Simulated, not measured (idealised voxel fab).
process module | voxel fin reveal
The cross-section shown here is cut; it is 250 nm wide and divided into square cells measuring 5 nm on a side.
A cross-section is a grid of square cells, given in bands from the top down. A band is one or more rows of cells. Look at the band entry: it leads with the top's height and the bottom's height in nm. Then it lists the materials left to right, with a width in nm for each. The word "edge to edge" on a single material says that material fills the band edge to edge. The word "blank" is empty space. Zero point of the height axis is 0; under it, received wafer = one material. Lowest band: continues down indefinitely, "0 nm and below". The expression "30->40" gives the width at the extremes of the band, the first number at its top row of cells and the second at its bottom row, with the width changing by equal amounts from each row to the next in between. When a step is marked "no alteration", none of the cells in the cross-section changed during that step. Basically, "Non-vented voids" tells you about the enclosed voids: empty spaces with no open way to the top, 8 cells or bigger, each written width x height at distance, where distance is from the left edge, all in nm. Whatever follows a step's settings on its line is a remark the simulator itself makes about that step. "overlay nm" answers the question of how far to the right of plan the mask lay on a step that has a mask, and when it is negative the answer is to the left.

[Planned process steps]
step 1: RECEIVE | material Si
step 2: CONFORMAL_DEP | material SiN | thk nm 10
step 3: DIRECTIONAL_DEP | material aC | thk nm 10
step 4: PATTERN | tone cover | mask id FINS | material resist | width nm 15 | pitch nm 40 | thk nm 30 | overlay nm 0
step 5: DIRECTIONAL_ETCH | etch materials aC | depth nm 10
step 6: STRIP | etch materials resist
step 7: DIRECTIONAL_ETCH | etch materials SiN | depth nm 10
step 8: DIRECTIONAL_ETCH | etch materials Si | depth nm 40
step 9: STRIP | etch materials aC
step 10: FILL_DEP | material SiO2 | thk nm 10
step 11: CMP | height nm 10
step 12: SELECTIVE_ETCH | etch materials SiO2 | depth nm 30
step 13: STRIP | etch materials SiN

[Cross-section of the wafer upon arrival, representing the state reached after step 1]
  0 nm and below | Si edge to edge
  Non-vented voids: none

[Cross-section, first of two wafers, end of module, run as planned]
  0 nm to -20 nm | blank (75), then Si (15), then blank (25), then Si (15), then blank (25), then Si (15), then blank (80)
  -20 nm to -40 nm | SiO2 (75), then Si (15), then SiO2 (25), then Si (15), then SiO2 (25), then Si (15), then SiO2 (80)
  -40 nm and below | Si edge to edge
  Non-vented voids: none

[This cross-section belongs to the second wafer of two at the end of the module; the start and the plan were shared with the first, and the run included one mistake]
  0 nm to -20 nm | blank (80), then Si (15), then blank (25), then Si (15), then blank (25), then Si (15), then blank (75)
  -20 nm to -40 nm | SiO2 (80), then Si (15), then SiO2 (25), then Si (15), then SiO2 (25), then Si (15), then SiO2 (75)
  -40 nm and below | Si edge to edge
  Non-vented voids: none
It is concluded that the wafer was processed incorrectly with respect to the plan, in that step 4 ran as: PATTERN | tone cover | mask id FINS | material resist | width nm 15 | pitch nm 40 | thk nm 30 | overlay nm 5
Cell counts per material: same on both final wafers. Positions: different.
